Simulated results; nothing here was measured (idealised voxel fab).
This is a process module. Its name is voxel self aligned contacts.
Section cut is 165 nm wide and gridded with 5 nm square cells.
Cross-section layout: square cells on a grid; listed as bands, top to bottom; a band spans one or more cell rows.
For a band, the entry starts with two heights in nm, that of the top and then that of the bottom, and carries on with the band's materials in order from left to right, each alongside its width in nm; the word "throughout" beside a single material means it fills the band edge to edge, and "blank" means empty space.
Heights are measured from 0, the level below which the as-received wafer is all one material; the lowest band has no bottom and continues downward, written as in "0 and below".
Per-row width for "30 to 40": begins at first number (top row of band), ends at second number (bottom row), increment between rows held constant.
Given "no change" for a step, no cell of the cross-section differs between before and after that step.
Under "Closed void entries" you'll find the enclosed gaps, the ones with no way out to the top, that are 8 cells or bigger; each reads width x height at distance, with distance counted from the left edge, everything in nm.
Post-settings text on a step line: simulator's own remark regarding the step.
overlay nm: on a step with a mask, how far right of its planned place the mask lay; negative means left.

-- Intended process steps
step 1: RECEIVE | material Si
step 2: OXIDIZE | depth nm 5
step 3: DIRECTIONAL_DEP | material polySi | thk nm 30
step 4: DIRECTIONAL_DEP | material SiN | thk nm 20
step 5: DIRECTIONAL_DEP | material aC | thk nm 15
step 6: PATTERN | tone cover | mask id GATE | material resist | width nm 35 | pitch nm 70 | thk nm 30 | overlay nm -15
step 7: DIRECTIONAL_ETCH | etch materials aC | depth nm 15
step 8: STRIP | etch materials resist
step 9: DIRECTIONAL_ETCH | etch materials SiN | depth nm 20
step 10: DIRECTIONAL_ETCH | etch materials polySi | depth nm 30
step 11: STRIP | etch materials aC
step 12: CONFORMAL_DEP | material SiN | thk nm 10
step 13: DIRECTIONAL_ETCH | etch materials SiN | depth nm 10
step 14: FILL_DEP | material SiO2 | thk nm 15
step 15: CMP | height nm 60
step 16: DIRECTIONAL_DEP | material aC | thk nm 15
step 17: PATTERN | tone open | mask id CONTACT | material resist | width nm 45 | thk nm 30 | overlay nm 0
step 18: DIRECTIONAL_ETCH | etch materials aC | depth nm 15
step 19: STRIP | etch materials resist
step 20: DIRECTIONAL_ETCH | etch materials SiO2 | depth nm 65
step 21: STRIP | etch materials aC
step 22: CONFORMAL_DEP | material TiN | thk nm 5
step 23: FILL_DEP | material Ru | thk nm 10
step 24: CMP | height nm 60
step 25: CONFORMAL_DEP | material SiCN | thk nm 5
The wafers are alike at the start. At step 6, their overlay nm differs. The plan lists the first wafer's value.

-- Cross-section: the first of several wafers in its as-received state, i.e. following step 1
	0 and below: Si throughout
	Closed void entries: none

-- Basically each wafer gets a line in the table, showing it at the end of the module: material by material, the cells it gained (+) or lost (-) since we got it, then its closed voids
overlay nm -15, +18 Ru, -33 Si, +33 SiCN, +136 SiN, +158 SiO2, +33 TiN, +84 polySi, Closed void entries: none
overlay nm -10, +18 Ru, -33 Si, +33 SiCN, +136 SiN, +158 SiO2, +33 TiN, +84 polySi, Closed void entries: none
overlay nm -5, +18 Ru, -33 Si, +33 SiCN, +136 SiN, +158 SiO2, +33 TiN, +84 polySi, Closed void entries: none
overlay nm 0, +18 Ru, -33 Si, +33 SiCN, +136 SiN, +158 SiO2, +33 TiN, +84 polySi, Closed void entries: none
overlay nm 5, +18 Ru, -33 Si, +33 SiCN, +136 SiN, +158 SiO2, +33 TiN, +84 polySi, Closed void entries: none
overlay nm 10, +18 Ru, -33 Si, +33 SiCN, +136 SiN, +158 SiO2, +33 TiN, +84 polySi, Closed void entries: none
overlay nm 15, +18 Ru, -33 Si, +33 SiCN, +136 SiN, +158 SiO2, +33 TiN, +84 polySi, Closed void entries: none
